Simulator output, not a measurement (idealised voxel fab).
process module | voxel wiring stack
cross-section cut | 165 nm wide | cells 5 nm
A cross-section is a grid of square cells, given in bands from the top down. A band is one or more rows of cells.
Each band's line starts with the height of the band's top and of its bottom, in nm. Then come its materials from left to right, each with its width in nm. One material with "throughout" fills the band from edge to edge. "air" is empty space.
Height 0 is the level under which the wafer as received is all one material. The lowest band goes on downwards, as in "0 down".
A width such as "30 to 40" changes by the same amount from each row of cells to the next, from the band's top row to its bottom row.
"no change" after a step means that no cell of the cross-section changed.
closed voids: empty space of 8 cells or more with no open way to the top, each as width x height at its distance from the left edge, in nm
after a step's settings: what the simulator itself notes on the step
overlay nm, on a step with a mask: how far to the right of its planned place the mask lay; to the left if negative
plan
1 op RECEIVE | material Si
2 op CONFORMAL_DEP | material SiO2 | thk nm 15
3 op DIRECTIONAL_DEP | material TiN | thk nm 5
4 op DIRECTIONAL_DEP | material W | thk nm 15
5 op PATTERN | tone cover | mask id METAL_1 | material resist | width nm 30 | pitch nm 50 | thk nm 15 | overlay nm 0
6 op DIRECTIONAL_ETCH | etch materials W | depth nm 15
7 op DIRECTIONAL_ETCH | etch materials TiN | depth nm 5
8 op STRIP | etch materials resist
9 op FILL_DEP | material lowk | thk nm 5
10 op CMP | height nm 35
11 op CONFORMAL_DEP | material SiCN | thk nm 5
12 op DIRECTIONAL_DEP | material SiO2 | thk nm 25
13 op MASKED_ETCH | tone open | mask id METAL_2_HOLES | width nm 15 | pitch nm 50 | etch materials SiO2 | depth nm 25 | overlay nm 0
14 op PATTERN | tone open | mask id METAL_2 | material resist | width nm 30 | pitch nm 50 | thk nm 15 | overlay nm 0
15 op DIRECTIONAL_ETCH | etch materials SiO2 | depth nm 15
16 op DIRECTIONAL_ETCH | etch materials SiCN | depth nm 5
17 op STRIP | etch materials resist
18 op CONFORMAL_DEP | material TiN | thk nm 5
19 op FILL_DEP | material Cu | thk nm 5
20 op CMP | height nm 65
21 op CONFORMAL_DEP | material SiCN | thk nm 5
22 op DIRECTIONAL_DEP | material lowk | thk nm 20
23 op PATTERN | tone open | mask id PLUG_2 | material resist | width nm 15 | pitch nm 50 | thk nm 15 | overlay nm 0
24 op DIRECTIONAL_ETCH | etch materials lowk | depth nm 20
25 op DIRECTIONAL_ETCH | etch materials SiCN | depth nm 5
26 op STRIP | etch materials resist
27 op EPI | material Ru | thk nm 10
28 op EPI | material Ru | thk nm 10
29 op EPI | material Ru | thk nm 5
30 op DIRECTIONAL_DEP | material TiN | thk nm 5
31 op DIRECTIONAL_DEP | material Ru | thk nm 20
32 op MASKED_ETCH | tone cover | mask id METAL_3 | width nm 30 | pitch nm 50 | etch materials Ru | depth nm 20 | overlay nm 0
33 op MASKED_ETCH | tone cover | mask id METAL_3 | width nm 30 | pitch nm 50 | etch materials TiN | depth nm 5 | overlay nm 0
34 op FILL_DEP | material SiO2 | thk nm 5
35 op CMP | height nm 115
36 op CONFORMAL_DEP | material SiCN | thk nm 5
as received, after step 1
  0 down: Si throughout
  closed voids: none
a wafer at the end: this start, this plan, one mistake
  120 to 115: SiCN throughout
  115 to 100: SiO2 40 | Ru 30 | SiO2 20 | Ru 30 | SiO2 45
  100 to 95: Ru throughout
  95 to 90: TiN 40 | Ru 15 | TiN 35 | Ru 15 | TiN 60
  90 to 85: lowk 40 | TiN 15 | lowk 35 | TiN 15 | lowk 60
  85 to 70: lowk 40 | Ru 15 | lowk 35 | Ru 15 | lowk 60
  70 to 65: SiCN 40 | Ru 15 | SiCN 35 | Ru 15 | SiCN 60
  65 to 55: SiO2 40 | TiN 5 | Cu 20 | TiN 5 | SiO2 20 | TiN 5 | Cu 20 | TiN 5 | SiO2 45
  55 to 50: SiO2 40 | TiN 5 | Cu 5 | TiN 20 | SiO2 20 | TiN 5 | Cu 5 | TiN 20 | SiO2 45
  50 to 40: SiO2 40 | TiN 5 | Cu 5 | TiN 5 | SiO2 35 | TiN 5 | Cu 5 | TiN 5 | SiO2 60
  40 to 35: SiCN 40 | TiN 15 | SiCN 35 | TiN 15 | SiCN 60
  35 to 20: lowk 40 | W 30 | lowk 20 | W 30 | lowk 45
  20 to 15: lowk 40 | TiN 30 | lowk 20 | TiN 30 | lowk 45
  15 to 0: SiO2 throughout
  0 down: Si throughout
  closed voids: none
what went wrong: steps 29 and 30 were swapped
